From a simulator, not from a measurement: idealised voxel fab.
process module | voxel fin reveal
cross-section cut | 250 nm wide | cells 5 nm
A cross-section is a grid of square cells, given in bands from the top down. A band is one or more rows of cells.
Each band's line starts with the height of the band's top and of its bottom, in nm. Then come its materials from left to right, each with its width in nm. One material with "throughout" fills the band from edge to edge. "air" is empty space.
Height 0 is the level under which the wafer as received is all one material. The lowest band goes on downwards, as in "0 down".
A width such as "30 to 40" changes by the same amount from each row of cells to the next, from the band's top row to its bottom row.
"no change" after a step means that no cell of the cross-section changed.
closed voids: empty space of 8 cells or more with no open way to the top, each as width x height at its distance from the left edge, in nm
after a step's settings: what the simulator itself notes on the step
overlay nm, on a step with a mask: how far to the right of its planned place the mask lay; to the left if negative
plan
1 op RECEIVE | material Si
2 op CONFORMAL_DEP | material SiN | thk nm 10
3 op PATTERN | tone cover | mask id FINS | material resist | width nm 15 | pitch nm 35 | thk nm 20 | overlay nm 0
4 op DIRECTIONAL_ETCH | etch materials SiN | depth nm 10
5 op DIRECTIONAL_ETCH | etch materials Si | depth nm 35
6 op STRIP | etch materials resist
7 op FILL_DEP | material SiO2 | thk nm 10
8 op CMP | height nm 10
9 op SELECTIVE_ETCH | etch materials SiO2 | depth nm 25
10 op STRIP | etch materials SiN
11 op CONFORMAL_DEP | material HfO2 | thk nm 5
as received, after step 1
  0 down: Si throughout
  closed voids: none
a wafer at the end: this start, this plan, one mistake
  5 to 0: air 60 | HfO2 25 | air 10 | HfO2 25 | air 10 | HfO2 25 | air 10 | HfO2 25 | air 60
  0 to -10: air 60 | HfO2 5 | Si 15 | HfO2 5 | air 10 | HfO2 5 | Si 15 | HfO2 5 | air 10 | HfO2 5 | Si 15 | HfO2 5 | air 10 | HfO2 5 | Si 15 | HfO2 5 | air 60
  -10 to -15: HfO2 65 | Si 15 | HfO2 20 | Si 15 | HfO2 20 | Si 15 | HfO2 20 | Si 15 | HfO2 65
  -15 to -25: SiO2 65 | Si 15 | SiO2 20 | Si 15 | SiO2 20 | Si 15 | SiO2 20 | Si 15 | SiO2 65
  -25 down: Si throughout
  closed voids: none
what went wrong: step 5 ran as: op DIRECTIONAL_ETCH | etch materials Si | depth nm 25
